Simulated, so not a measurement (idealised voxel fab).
process module | voxel air gaps
cross-section cut | 215 nm wide | cells 5 nm
A cross-section is a grid of square cells, given in bands from the top down. A band is one or more rows of cells.
Each band's line starts with the height of the band's top and of its bottom, in nm. Then come its materials from left to right, each with its width in nm. One material with "throughout" fills the band from edge to edge. "air" is empty space.
Height 0 is the level under which the wafer as received is all one material. The lowest band goes on downwards, as in "0 down".
A width such as "30 to 40" changes by the same amount from each row of cells to the next, from the band's top row to its bottom row.
"no change" after a step means that no cell of the cross-section changed.
closed voids: empty space of 8 cells or more with no open way to the top, each as width x height at its distance from the left edge, in nm
after a step's settings: what the simulator itself notes on the step
overlay nm, on a step with a mask: how far to the right of its planned place the mask lay; to the left if negative
plan
1 op RECEIVE | material Si
2 op CONFORMAL_DEP | material SiO2 | thk nm 10
3 op CONFORMAL_DEP | material SiCN | thk nm 5
4 op DIRECTIONAL_DEP | material lowk | thk nm 40
5 op DIRECTIONAL_DEP | material aC | thk nm 10
6 op PATTERN | tone open | mask id LINES | material resist | width nm 20 | pitch nm 50 | thk nm 30 | overlay nm 0
7 op DIRECTIONAL_ETCH | etch materials aC | depth nm 10
8 op STRIP | etch materials resist
9 op DIRECTIONAL_ETCH | etch materials lowk | depth nm 40
10 op STRIP | etch materials aC
11 op CONFORMAL_DEP | material TiN | thk nm 5
12 op FILL_DEP | material Cu | thk nm 5
13 op CMP | height nm 55
14 op EPI | material Ru | thk nm 10
15 op SELECTIVE_ETCH | etch materials lowk | depth nm 50
16 op CONFORMAL_DEP | material SiCN | thk nm 5
first wafer, as planned
as received, after step 1
  0 down: Si throughout
  closed voids: none
after step 2
  10 to 0: SiO2 throughout
  below 0: unchanged
after step 3
  15 to 10: SiCN throughout
  below 10: unchanged
after step 4
  55 to 15: lowk throughout
  below 15: unchanged
after step 5
  65 to 55: aC throughout
  below 55: unchanged
after step 6
  95 to 65: resist 45 | air 20 | resist 30 | air 20 | resist 30 | air 20 | resist 50
  below 65: unchanged
after step 7
  85 to 65: resist 45 | air 20 | resist 30 | air 20 | resist 30 | air 20 | resist 50
  65 to 55: aC 45 | air 20 | aC 30 | air 20 | aC 30 | air 20 | aC 50
  below 55: unchanged
after step 8
  65 to 55: aC 45 | air 20 | aC 30 | air 20 | aC 30 | air 20 | aC 50
  below 55: unchanged
after step 9
  65 to 55: aC 45 | air 20 | aC 30 | air 20 | aC 30 | air 20 | aC 50
  55 to 15: lowk 45 | air 20 | lowk 30 | air 20 | lowk 30 | air 20 | lowk 50
  below 15: unchanged
after step 10
  55 to 15: lowk 45 | air 20 | lowk 30 | air 20 | lowk 30 | air 20 | lowk 50
  below 15: unchanged
after step 11
  60 to 55: TiN 50 | air 10 | TiN 40 | air 10 | TiN 40 | air 10 | TiN 55
  55 to 20: lowk 45 | TiN 5 | air 10 | TiN 5 | lowk 30 | TiN 5 | air 10 | TiN 5 | lowk 30 | TiN 5 | air 10 | TiN 5 | lowk 50
  20 to 15: lowk 45 | TiN 20 | lowk 30 | TiN 20 | lowk 30 | TiN 20 | lowk 50
  below 15: unchanged
after step 12
  65 to 60: Cu throughout
  60 to 55: TiN 50 | Cu 10 | TiN 40 | Cu 10 | TiN 40 | Cu 10 | TiN 55
  55 to 20: lowk 45 | TiN 5 | Cu 10 | TiN 5 | lowk 30 | TiN 5 | Cu 10 | TiN 5 | lowk 30 | TiN 5 | Cu 10 | TiN 5 | lowk 50
  below 20: unchanged
after step 13
  55 to 20: lowk 45 | TiN 5 | Cu 10 | TiN 5 | lowk 30 | TiN 5 | Cu 10 | TiN 5 | lowk 30 | TiN 5 | Cu 10 | TiN 5 | lowk 50
  below 20: unchanged
after step 14
  65 to 55: air 35 | Ru 40 | air 10 | Ru 40 | air 10 | Ru 40 | air 40
  below 55: unchanged
after step 15
  65 to 55: air 35 | Ru 40 | air 10 | Ru 40 | air 10 | Ru 40 | air 40
  55 to 20: air 45 | TiN 5 | Cu 10 | TiN 5 | air 30 | TiN 5 | Cu 10 | TiN 5 | air 30 | TiN 5 | Cu 10 | TiN 5 | air 50
  20 to 15: air 45 | TiN 20 | air 30 | TiN 20 | air 30 | TiN 20 | air 50
  below 15: unchanged
after step 16
  70 to 65: air 30 | SiCN 150 | air 35
  65 to 55: air 30 | SiCN 5 | Ru 40 | SiCN 10 | Ru 40 | SiCN 10 | Ru 40 | SiCN 5 | air 35
  55 to 50: air 30 | SiCN 15 | TiN 5 | Cu 10 | TiN 5 | SiCN 30 | TiN 5 | Cu 10 | TiN 5 | SiCN 30 | TiN 5 | Cu 10 | TiN 5 | SiCN 15 | air 35
  50 to 20: air 40 | SiCN 5 | TiN 5 | Cu 10 | TiN 5 | SiCN 5 | air 20 | SiCN 5 | TiN 5 | Cu 10 | TiN 5 | SiCN 5 | air 20 | SiCN 5 | TiN 5 | Cu 10 | TiN 5 | SiCN 5 | air 45
  20 to 15: SiCN 45 | TiN 20 | SiCN 30 | TiN 20 | SiCN 30 | TiN 20 | SiCN 50
  below 15: unchanged
  closed voids: 20 x 30 at 70; 20 x 30 at 120
second wafer: like start, like plan, one mistake. Through step 1 it matches the first wafer
when step 2 should have ended
  10 to 0: aC throughout
  below 0: unchanged
when step 3 should have ended
  15 to 10: SiCN throughout
  below 10: unchanged
when step 4 should have ended
  55 to 15: lowk throughout
  below 15: unchanged
when step 5 should have ended
  65 to 55: aC throughout
  below 55: unchanged
when step 6 should have ended
  95 to 65: resist 45 | air 20 | resist 30 | air 20 | resist 30 | air 20 | resist 50
  below 65: unchanged
when step 7 should have ended
  85 to 65: resist 45 | air 20 | resist 30 | air 20 | resist 30 | air 20 | resist 50
  65 to 55: aC 45 | air 20 | aC 30 | air 20 | aC 30 | air 20 | aC 50
  below 55: unchanged
when step 8 should have ended
  65 to 55: aC 45 | air 20 | aC 30 | air 20 | aC 30 | air 20 | aC 50
  below 55: unchanged
when step 9 should have ended
  65 to 55: aC 45 | air 20 | aC 30 | air 20 | aC 30 | air 20 | aC 50
  55 to 15: lowk 45 | air 20 | lowk 30 | air 20 | lowk 30 | air 20 | lowk 50
  below 15: unchanged
when step 10 should have ended
  55 to 15: lowk 45 | air 20 | lowk 30 | air 20 | lowk 30 | air 20 | lowk 50
  below 15: unchanged
when step 11 should have ended
  60 to 55: TiN 50 | air 10 | TiN 40 | air 10 | TiN 40 | air 10 | TiN 55
  55 to 20: lowk 45 | TiN 5 | air 10 | TiN 5 | lowk 30 | TiN 5 | air 10 | TiN 5 | lowk 30 | TiN 5 | air 10 | TiN 5 | lowk 50
  20 to 15: lowk 45 | TiN 20 | lowk 30 | TiN 20 | lowk 30 | TiN 20 | lowk 50
  below 15: unchanged
when step 12 should have ended
  65 to 60: Cu throughout
  60 to 55: TiN 50 | Cu 10 | TiN 40 | Cu 10 | TiN 40 | Cu 10 | TiN 55
  55 to 20: lowk 45 | TiN 5 | Cu 10 | TiN 5 | lowk 30 | TiN 5 | Cu 10 | TiN 5 | lowk 30 | TiN 5 | Cu 10 | TiN 5 | lowk 50
  below 20: unchanged
when step 13 should have ended
  55 to 20: lowk 45 | TiN 5 | Cu 10 | TiN 5 | lowk 30 | TiN 5 | Cu 10 | TiN 5 | lowk 30 | TiN 5 | Cu 10 | TiN 5 | lowk 50
  below 20: unchanged
when step 14 should have ended
  65 to 55: air 35 | Ru 40 | air 10 | Ru 40 | air 10 | Ru 40 | air 40
  below 55: unchanged
when step 15 should have ended
  65 to 55: air 35 | Ru 40 | air 10 | Ru 40 | air 10 | Ru 40 | air 40
  55 to 20: air 45 | TiN 5 | Cu 10 | TiN 5 | air 30 | TiN 5 | Cu 10 | TiN 5 | air 30 | TiN 5 | Cu 10 | TiN 5 | air 50
  20 to 15: air 45 | TiN 20 | air 30 | TiN 20 | air 30 | TiN 20 | air 50
  below 15: unchanged
when step 16 should have ended
  70 to 65: air 30 | SiCN 150 | air 35
  65 to 55: air 30 | SiCN 5 | Ru 40 | SiCN 10 | Ru 40 | SiCN 10 | Ru 40 | SiCN 5 | air 35
  55 to 50: air 30 | SiCN 15 | TiN 5 | Cu 10 | TiN 5 | SiCN 30 | TiN 5 | Cu 10 | TiN 5 | SiCN 30 | TiN 5 | Cu 10 | TiN 5 | SiCN 15 | air 35
  50 to 20: air 40 | SiCN 5 | TiN 5 | Cu 10 | TiN 5 | SiCN 5 | air 20 | SiCN 5 | TiN 5 | Cu 10 | TiN 5 | SiCN 5 | air 20 | SiCN 5 | TiN 5 | Cu 10 | TiN 5 | SiCN 5 | air 45
  20 to 15: SiCN 45 | TiN 20 | SiCN 30 | TiN 20 | SiCN 30 | TiN 20 | SiCN 50
  below 15: unchanged
  closed voids: 20 x 30 at 70; 20 x 30 at 120
what went wrong: step 2 ran as: op CONFORMAL_DEP | material aC | thk nm 10
at the end the second wafer has, in cells: 86 fewer of SiO2 | 86 more of aC
